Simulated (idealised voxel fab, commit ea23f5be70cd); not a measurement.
process module | voxel fin reveal
cross-section cut | 235 nm wide | cells 5 nm
A cross-section is a grid of square cells, given in bands from the top down. A band is one or more rows of cells.
Each band's line starts with the height of the band's top and of its bottom, in nm. Then come its materials from left to right, each with its width in nm. One material with "throughout" fills the band from edge to edge. "air" is empty space.
Height 0 is the level under which the wafer as received is all one material. The lowest band goes on downwards, as in "0 down".
A width such as "30 to 40" changes by the same amount from each row of cells to the next, from the band's top row to its bottom row.
"no change" after a step means that no cell of the cross-section changed.
closed voids: empty space of 8 cells or more with no open way to the top, each as width x height at its distance from the left edge, in nm
after a step's settings: what the simulator itself notes on the step
overlay nm, on a step with a mask: how far to the right of its planned place the mask lay; to the left if negative
plan
1 op RECEIVE | material Si
2 op CONFORMAL_DEP | material SiN | thk nm 5
3 op DIRECTIONAL_DEP | material aC | thk nm 15
4 op PATTERN | tone cover | mask id FINS | material resist | width nm 15 | pitch nm 45 | thk nm 30 | overlay nm 0
5 op DIRECTIONAL_ETCH | etch materials aC | depth nm 15
6 op STRIP | etch materials resist
7 op DIRECTIONAL_ETCH | etch materials SiN | depth nm 5
8 op DIRECTIONAL_ETCH | etch materials Si | depth nm 40
9 op STRIP | etch materials aC
10 op FILL_DEP | material SiO2 | thk nm 10
11 op CMP | height nm 5
12 op SELECTIVE_ETCH | etch materials SiO2 | depth nm 35
13 op STRIP | etch materials SiN
as received, after step 1
  0 down: Si throughout
  closed voids: none
first wafer at the end, as planned
  0 to -30: air 40 | Si 15 | air 30 | Si 15 | air 30 | Si 15 | air 30 | Si 15 | air 45
  -30 to -40: SiO2 40 | Si 15 | SiO2 30 | Si 15 | SiO2 30 | Si 15 | SiO2 30 | Si 15 | SiO2 45
  -40 down: Si throughout
  closed voids: none
second wafer at the end: like start, like plan, one mistake
  0 to -30: air 40 | Si 15 | air 30 | Si 15 | air 30 | Si 15 | air 30 | Si 15 | air 45
  -30 to -45: SiO2 40 | Si 15 | SiO2 30 | Si 15 | SiO2 30 | Si 15 | SiO2 30 | Si 15 | SiO2 45
  -45 down: Si throughout
  closed voids: none
what went wrong: step 8 ran as: op DIRECTIONAL_ETCH | etch materials Si | depth nm 45
at the end the second wafer has, in cells: 35 fewer of Si | 35 more of SiO2
